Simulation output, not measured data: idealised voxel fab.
process module | voxel transistor to metal
cross-section cut | 165 nm wide | cells 5 nm
A cross-section is a grid of square cells, given in bands from the top down. A band is one or more rows of cells.
Each band's line starts with the height of the band's top and of its bottom, in nm. Then come its materials from left to right, each with its width in nm. One material with "throughout" fills the band from edge to edge. "air" is empty space.
Height 0 is the level under which the wafer as received is all one material. The lowest band goes on downwards, as in "0 down".
A width such as "30 to 40" changes by the same amount from each row of cells to the next, from the band's top row to its bottom row.
"no change" after a step means that no cell of the cross-section changed.
closed voids: empty space of 8 cells or more with no open way to the top, each as width x height at its distance from the left edge, in nm
after a step's settings: what the simulator itself notes on the step
overlay nm, on a step with a mask: how far to the right of its planned place the mask lay; to the left if negative
plan
1 op RECEIVE | material Si
2 op OXIDIZE | depth nm 5
3 op CONFORMAL_DEP | material SiN | thk nm 10
4 op MASKED_ETCH | tone cover | mask id ACTIVE | width nm 105 | etch materials SiN | depth nm 10 | overlay nm 0
5 op MASKED_ETCH | tone cover | mask id ACTIVE | width nm 105 | etch materials SiO2 | depth nm 5 | overlay nm 0
6 op MASKED_ETCH | tone cover | mask id ACTIVE | width nm 105 | etch materials Si | depth nm 35 | overlay nm 0
7 op FILL_DEP | material SiO2 | thk nm 10
8 op CMP | height nm 10
9 op SELECTIVE_ETCH | etch materials SiO2 | depth nm 5
10 op STRIP | etch materials SiN
11 op SELECTIVE_ETCH | etch materials SiO2 | depth nm 5
12 op OXIDIZE | depth nm 5
13 op DIRECTIONAL_DEP | material polySi | thk nm 20
14 op DIRECTIONAL_DEP | material SiCN | thk nm 10
15 op PATTERN | tone cover | mask id GATE | material resist | width nm 25 | thk nm 20 | overlay nm 0
16 op DIRECTIONAL_ETCH | etch materials SiCN | depth nm 20
17 op DIRECTIONAL_ETCH | etch materials polySi | depth nm 30
18 op STRIP | etch materials resist
19 op CONFORMAL_DEP | material SiN | thk nm 10
20 op DIRECTIONAL_ETCH | etch materials SiN | depth nm 10
21 op DIRECTIONAL_ETCH | etch materials SiO2 | depth nm 5
22 op DIRECTIONAL_ETCH | etch materials Si | depth nm 5
23 op EPI | material nSi | thk nm 10
24 op FILL_DEP | material SiO2 | thk nm 5
25 op CMP | height nm 25
26 op DIRECTIONAL_DEP | material SiO2 | thk nm 15
27 op MASKED_ETCH | tone open | mask id CONTACT | width nm 30 | pitch nm 65 | etch materials SiO2 | depth nm 45 | overlay nm 0
28 op CONFORMAL_DEP | material TiN | thk nm 5
29 op FILL_DEP | material Ru | thk nm 5
30 op CMP | height nm 40
31 op DIRECTIONAL_DEP | material TiN | thk nm 5
32 op DIRECTIONAL_DEP | material W | thk nm 15
33 op DIRECTIONAL_DEP | material aC | thk nm 15
34 op PATTERN | tone cover | mask id METAL_1 | material resist | width nm 20 | pitch nm 75 | thk nm 30 | overlay nm 0
35 op DIRECTIONAL_ETCH | etch materials aC | depth nm 15
36 op STRIP | etch materials resist
37 op DIRECTIONAL_ETCH | etch materials W | depth nm 15
38 op DIRECTIONAL_ETCH | etch materials TiN | depth nm 5
39 op STRIP | etch materials aC
40 op FILL_DEP | material lowk | thk nm 5
41 op CMP | height nm 60
42 op CONFORMAL_DEP | material SiCN | thk nm 5
43 op DIRECTIONAL_DEP | material SiO2 | thk nm 30
44 op MASKED_ETCH | tone open | mask id METAL_2 | width nm 20 | pitch nm 75 | etch materials SiO2 | depth nm 15 | overlay nm 0
45 op MASKED_ETCH | tone open | mask id METAL_2_HOLES | width nm 15 | pitch nm 75 | etch materials SiO2 | depth nm 15 | overlay nm 0
46 op MASKED_ETCH | tone open | mask id METAL_2_HOLES | width nm 15 | pitch nm 75 | etch materials SiCN | depth nm 5 | overlay nm 0
47 op CONFORMAL_DEP | material TiN | thk nm 5
48 op FILL_DEP | material Cu | thk nm 5
49 op CMP | height nm 95
50 op CONFORMAL_DEP | material SiN | thk nm 5
first wafer, as planned
as received, after step 1
  0 down: Si throughout
  closed voids: none
after step 2
  0 to -5: SiO2 throughout
  below -5: unchanged
after step 3
  10 to 0: SiN throughout
  below 0: unchanged
after step 4
  10 to 0: air 30 | SiN 105 | air 30
  below 0: unchanged
after step 5
  10 to 0: air 30 | SiN 105 | air 30
  0 to -5: air 30 | SiO2 105 | air 30
  below -5: unchanged
after step 6
  10 to 0: air 30 | SiN 105 | air 30
  0 to -5: air 30 | SiO2 105 | air 30
  -5 to -40: air 30 | Si 105 | air 30
  below -40: unchanged
after step 7
  20 to 10: SiO2 throughout
  10 to 0: SiO2 30 | SiN 105 | SiO2 30
  0 to -5: SiO2 throughout
  -5 to -40: SiO2 30 | Si 105 | SiO2 30
  below -40: unchanged
after step 8
  10 to 0: SiO2 30 | SiN 105 | SiO2 30
  below 0: unchanged
after step 9
  10 to 5: air 30 | SiN 105 | air 30
  below 5: unchanged
after step 10
  5 to 0: SiO2 30 | air 105 | SiO2 30
  below 0: unchanged
after step 11
  0 to -5: SiO2 25 | air 115 | SiO2 25
  below -5: unchanged
after step 12
  0 to -5: SiO2 25 | air 115 | SiO2 25
  -5 to -10: SiO2 throughout
  below -10: unchanged
after step 13
  20 to 15: polySi 25 | air 115 | polySi 25
  15 to 0: polySi throughout
  0 to -5: SiO2 25 | polySi 115 | SiO2 25
  below -5: unchanged
after step 14
  30 to 25: SiCN 25 | air 115 | SiCN 25
  25 to 20: SiCN throughout
  20 to 15: polySi 25 | SiCN 115 | polySi 25
  below 15: unchanged
after step 15
  50 to 30: air 70 | resist 25 | air 70
  30 to 25: SiCN 25 | air 45 | resist 25 | air 45 | SiCN 25
  below 25: unchanged
after step 16
  50 to 25: air 70 | resist 25 | air 70
  25 to 20: air 70 | SiCN 25 | air 70
  20 to 15: polySi 25 | air 45 | SiCN 25 | air 45 | polySi 25
  below 15: unchanged
after step 17
  50 to 25: air 70 | resist 25 | air 70
  25 to 15: air 70 | SiCN 25 | air 70
  15 to 0: air 70 | polySi 25 | air 70
  0 to -5: SiO2 25 | air 45 | polySi 25 | air 45 | SiO2 25
  below -5: unchanged
after step 18
  25 to 15: air 70 | SiCN 25 | air 70
  below 15: unchanged
after step 19
  35 to 25: air 60 | SiN 45 | air 60
  25 to 15: air 60 | SiN 10 | SiCN 25 | SiN 10 | air 60
  15 to 10: air 60 | SiN 10 | polySi 25 | SiN 10 | air 60
  10 to 5: SiN 35 | air 25 | SiN 10 | polySi 25 | SiN 10 | air 25 | SiN 35
  5 to 0: SiN 70 | polySi 25 | SiN 70
  0 to -5: SiO2 25 | SiN 45 | polySi 25 | SiN 45 | SiO2 25
  below -5: unchanged
after step 20
  25 to 15: air 60 | SiN 10 | SiCN 25 | SiN 10 | air 60
  15 to 0: air 60 | SiN 10 | polySi 25 | SiN 10 | air 60
  0 to -5: SiO2 25 | SiN 10 | air 25 | SiN 10 | polySi 25 | SiN 10 | air 25 | SiN 10 | SiO2 25
  below -5: unchanged
after step 21
  25 to 15: air 60 | SiN 10 | SiCN 25 | SiN 10 | air 60
  15 to 0: air 60 | SiN 10 | polySi 25 | SiN 10 | air 60
  0 to -5: air 25 | SiN 10 | air 25 | SiN 10 | polySi 25 | SiN 10 | air 25 | SiN 10 | air 25
  -5 to -10: SiO2 35 | air 25 | SiO2 45 | air 25 | SiO2 35
  below -10: unchanged
after step 22
  25 to 15: air 60 | SiN 10 | SiCN 25 | SiN 10 | air 60
  15 to 0: air 60 | SiN 10 | polySi 25 | SiN 10 | air 60
  0 to -5: air 25 | SiN 10 | air 25 | SiN 10 | polySi 25 | SiN 10 | air 25 | SiN 10 | air 25
  -5 to -10: SiO2 35 | air 25 | SiO2 45 | air 25 | SiO2 35
  -10 to -15: SiO2 30 | Si 5 | air 25 | Si 45 | air 25 | Si 5 | SiO2 30
  below -15: unchanged
after step 23
  25 to 15: air 60 | SiN 10 | SiCN 25 | SiN 10 | air 60
  15 to 0: air 60 | SiN 10 | polySi 25 | SiN 10 | air 60
  0 to -5: air 25 | SiN 10 | nSi 10 | air 5 | nSi 10 | SiN 10 | polySi 25 | SiN 10 | nSi 10 | air 5 | nSi 10 | SiN 10 | air 25
  -5 to -10: SiO2 35 | nSi 25 | SiO2 45 | nSi 25 | SiO2 35
  -10 to -15: SiO2 30 | Si 5 | nSi 25 | Si 45 | nSi 25 | Si 5 | SiO2 30
  below -15: unchanged
after step 24
  30 to 25: SiO2 throughout
  25 to 15: SiO2 60 | SiN 10 | SiCN 25 | SiN 10 | SiO2 60
  15 to 0: SiO2 60 | SiN 10 | polySi 25 | SiN 10 | SiO2 60
  0 to -5: SiO2 25 | SiN 10 | nSi 10 | SiO2 5 | nSi 10 | SiN 10 | polySi 25 | SiN 10 | nSi 10 | SiO2 5 | nSi 10 | SiN 10 | SiO2 25
  below -5: unchanged
after step 25
  25 to 15: SiO2 60 | SiN 10 | SiCN 25 | SiN 10 | SiO2 60
  below 15: unchanged
after step 26
  40 to 25: SiO2 throughout
  below 25: unchanged
after step 27
  40 to 25: SiO2 35 | air 30 | SiO2 35 | air 30 | SiO2 35
  25 to 15: SiO2 35 | air 25 | SiN 10 | SiCN 25 | SiN 10 | air 25 | SiO2 35
  15 to 0: SiO2 35 | air 25 | SiN 10 | polySi 25 | SiN 10 | air 25 | SiO2 35
  0 to -5: SiO2 25 | SiN 10 | nSi 10 | air 5 | nSi 10 | SiN 10 | polySi 25 | SiN 10 | nSi 10 | air 5 | nSi 10 | SiN 10 | SiO2 25
  below -5: unchanged
after step 28
  45 to 40: TiN 40 | air 20 | TiN 45 | air 20 | TiN 40
  40 to 30: SiO2 35 | TiN 5 | air 20 | TiN 5 | SiO2 35 | TiN 5 | air 20 | TiN 5 | SiO2 35
  30 to 25: SiO2 35 | TiN 5 | air 15 | TiN 10 | SiO2 35 | TiN 10 | air 15 | TiN 5 | SiO2 35
  25 to 15: SiO2 35 | TiN 5 | air 15 | TiN 5 | SiN 10 | SiCN 25 | SiN 10 | TiN 5 | air 15 | TiN 5 | SiO2 35
  15 to 5: SiO2 35 | TiN 5 | air 15 | TiN 5 | SiN 10 | polySi 25 | SiN 10 | TiN 5 | air 15 | TiN 5 | SiO2 35
  5 to 0: SiO2 35 | TiN 25 | SiN 10 | polySi 25 | SiN 10 | TiN 25 | SiO2 35
  0 to -5: SiO2 25 | SiN 10 | nSi 10 | TiN 5 | nSi 10 | SiN 10 | polySi 25 | SiN 10 | nSi 10 | TiN 5 | nSi 10 | SiN 10 | SiO2 25
  below -5: unchanged
after step 29
  50 to 45: Ru throughout
  45 to 40: TiN 40 | Ru 20 | TiN 45 | Ru 20 | TiN 40
  40 to 30: SiO2 35 | TiN 5 | Ru 20 | TiN 5 | SiO2 35 | TiN 5 | Ru 20 | TiN 5 | SiO2 35
  30 to 25: SiO2 35 | TiN 5 | Ru 15 | TiN 10 | SiO2 35 | TiN 10 | Ru 15 | TiN 5 | SiO2 35
  25 to 15: SiO2 35 | TiN 5 | Ru 15 | TiN 5 | SiN 10 | SiCN 25 | SiN 10 | TiN 5 | Ru 15 | TiN 5 | SiO2 35
  15 to 5: SiO2 35 | TiN 5 | Ru 15 | TiN 5 | SiN 10 | polySi 25 | SiN 10 | TiN 5 | Ru 15 | TiN 5 | SiO2 35
  below 5: unchanged
after step 30
  40 to 30: SiO2 35 | TiN 5 | Ru 20 | TiN 5 | SiO2 35 | TiN 5 | Ru 20 | TiN 5 | SiO2 35
  below 30: unchanged
after step 31
  45 to 40: TiN throughout
  below 40: unchanged
after step 32
  60 to 45: W throughout
  below 45: unchanged
after step 33
  75 to 60: aC throughout
  below 60: unchanged
after step 34
  105 to 75: air 35 | resist 20 | air 55 | resist 20 | air 35
  below 75: unchanged
after step 35
  90 to 75: air 35 | resist 20 | air 55 | resist 20 | air 35
  75 to 60: air 35 | aC 20 | air 55 | aC 20 | air 35
  below 60: unchanged
after step 36
  75 to 60: air 35 | aC 20 | air 55 | aC 20 | air 35
  below 60: unchanged
after step 37
  75 to 60: air 35 | aC 20 | air 55 | aC 20 | air 35
  60 to 45: air 35 | W 20 | air 55 | W 20 | air 35
  below 45: unchanged
after step 38
  75 to 60: air 35 | aC 20 | air 55 | aC 20 | air 35
  60 to 45: air 35 | W 20 | air 55 | W 20 | air 35
  45 to 40: air 35 | TiN 20 | air 55 | TiN 20 | air 35
  below 40: unchanged
after step 39
  60 to 45: air 35 | W 20 | air 55 | W 20 | air 35
  below 45: unchanged
after step 40
  65 to 60: lowk throughout
  60 to 45: lowk 35 | W 20 | lowk 55 | W 20 | lowk 35
  45 to 40: lowk 35 | TiN 20 | lowk 55 | TiN 20 | lowk 35
  below 40: unchanged
after step 41
  60 to 45: lowk 35 | W 20 | lowk 55 | W 20 | lowk 35
  below 45: unchanged
after step 42
  65 to 60: SiCN throughout
  below 60: unchanged
after step 43
  95 to 65: SiO2 throughout
  below 65: unchanged
after step 44
  95 to 80: SiO2 35 | air 20 | SiO2 55 | air 20 | SiO2 35
  below 80: unchanged
after step 45
  95 to 80: SiO2 35 | air 20 | SiO2 55 | air 20 | SiO2 35
  80 to 65: SiO2 35 | air 15 | SiO2 60 | air 15 | SiO2 40
  below 65: unchanged
after step 46
  95 to 80: SiO2 35 | air 20 | SiO2 55 | air 20 | SiO2 35
  80 to 65: SiO2 35 | air 15 | SiO2 60 | air 15 | SiO2 40
  65 to 60: SiCN 35 | air 15 | SiCN 60 | air 15 | SiCN 40
  below 60: unchanged
after step 47
  100 to 95: TiN 40 | air 10 | TiN 65 | air 10 | TiN 40
  95 to 85: SiO2 35 | TiN 5 | air 10 | TiN 5 | SiO2 55 | TiN 5 | air 10 | TiN 5 | SiO2 35
  85 to 80: SiO2 35 | TiN 5 | air 5 | TiN 10 | SiO2 55 | TiN 5 | air 5 | TiN 10 | SiO2 35
  80 to 65: SiO2 35 | TiN 5 | air 5 | TiN 5 | SiO2 60 | TiN 5 | air 5 | TiN 5 | SiO2 40
  65 to 60: SiCN 35 | TiN 15 | SiCN 60 | TiN 15 | SiCN 40
  below 60: unchanged
after step 48
  105 to 100: Cu throughout
  100 to 95: TiN 40 | Cu 10 | TiN 65 | Cu 10 | TiN 40
  95 to 85: SiO2 35 | TiN 5 | Cu 10 | TiN 5 | SiO2 55 | TiN 5 | Cu 10 | TiN 5 | SiO2 35
  85 to 80: SiO2 35 | TiN 5 | Cu 5 | TiN 10 | SiO2 55 | TiN 5 | Cu 5 | TiN 10 | SiO2 35
  80 to 65: SiO2 35 | TiN 5 | Cu 5 | TiN 5 | SiO2 60 | TiN 5 | Cu 5 | TiN 5 | SiO2 40
  below 65: unchanged
after step 49
  95 to 85: SiO2 35 | TiN 5 | Cu 10 | TiN 5 | SiO2 55 | TiN 5 | Cu 10 | TiN 5 | SiO2 35
  below 85: unchanged
after step 50
  100 to 95: SiN throughout
  below 95: unchanged
second wafer: like start, like plan, one mistake. Through step 38 it matches the first wafer
when step 39 should have ended: no change
when step 40 should have ended
  80 to 75: lowk throughout
  75 to 60: lowk 35 | aC 20 | lowk 55 | aC 20 | lowk 35
  60 to 45: lowk 35 | W 20 | lowk 55 | W 20 | lowk 35
  45 to 40: lowk 35 | TiN 20 | lowk 55 | TiN 20 | lowk 35
  below 40: unchanged
when step 41 should have ended
  60 to 45: lowk 35 | W 20 | lowk 55 | W 20 | lowk 35
  below 45: unchanged
when step 42 should have ended
  65 to 60: SiCN throughout
  below 60: unchanged
when step 43 should have ended
  95 to 65: SiO2 throughout
  below 65: unchanged
when step 44 should have ended
  95 to 80: SiO2 35 | air 20 | SiO2 55 | air 20 | SiO2 35
  below 80: unchanged
when step 45 should have ended
  95 to 80: SiO2 35 | air 20 | SiO2 55 | air 20 | SiO2 35
  80 to 65: SiO2 35 | air 15 | SiO2 60 | air 15 | SiO2 40
  below 65: unchanged
when step 46 should have ended
  95 to 80: SiO2 35 | air 20 | SiO2 55 | air 20 | SiO2 35
  80 to 65: SiO2 35 | air 15 | SiO2 60 | air 15 | SiO2 40
  65 to 60: SiCN 35 | air 15 | SiCN 60 | air 15 | SiCN 40
  below 60: unchanged
when step 47 should have ended
  100 to 95: TiN 40 | air 10 | TiN 65 | air 10 | TiN 40
  95 to 85: SiO2 35 | TiN 5 | air 10 | TiN 5 | SiO2 55 | TiN 5 | air 10 | TiN 5 | SiO2 35
  85 to 80: SiO2 35 | TiN 5 | air 5 | TiN 10 | SiO2 55 | TiN 5 | air 5 | TiN 10 | SiO2 35
  80 to 65: SiO2 35 | TiN 5 | air 5 | TiN 5 | SiO2 60 | TiN 5 | air 5 | TiN 5 | SiO2 40
  65 to 60: SiCN 35 | TiN 15 | SiCN 60 | TiN 15 | SiCN 40
  below 60: unchanged
when step 48 should have ended
  105 to 100: Cu throughout
  100 to 95: TiN 40 | Cu 10 | TiN 65 | Cu 10 | TiN 40
  95 to 85: SiO2 35 | TiN 5 | Cu 10 | TiN 5 | SiO2 55 | TiN 5 | Cu 10 | TiN 5 | SiO2 35
  85 to 80: SiO2 35 | TiN 5 | Cu 5 | TiN 10 | SiO2 55 | TiN 5 | Cu 5 | TiN 10 | SiO2 35
  80 to 65: SiO2 35 | TiN 5 | Cu 5 | TiN 5 | SiO2 60 | TiN 5 | Cu 5 | TiN 5 | SiO2 40
  below 65: unchanged
when step 49 should have ended
  95 to 85: SiO2 35 | TiN 5 | Cu 10 | TiN 5 | SiO2 55 | TiN 5 | Cu 10 | TiN 5 | SiO2 35
  below 85: unchanged
when step 50 should have ended
  100 to 95: SiN throughout
  below 95: unchanged
what went wrong: step 39 was left out
at the end the two cross-sections are the same: no effect in what this model computes
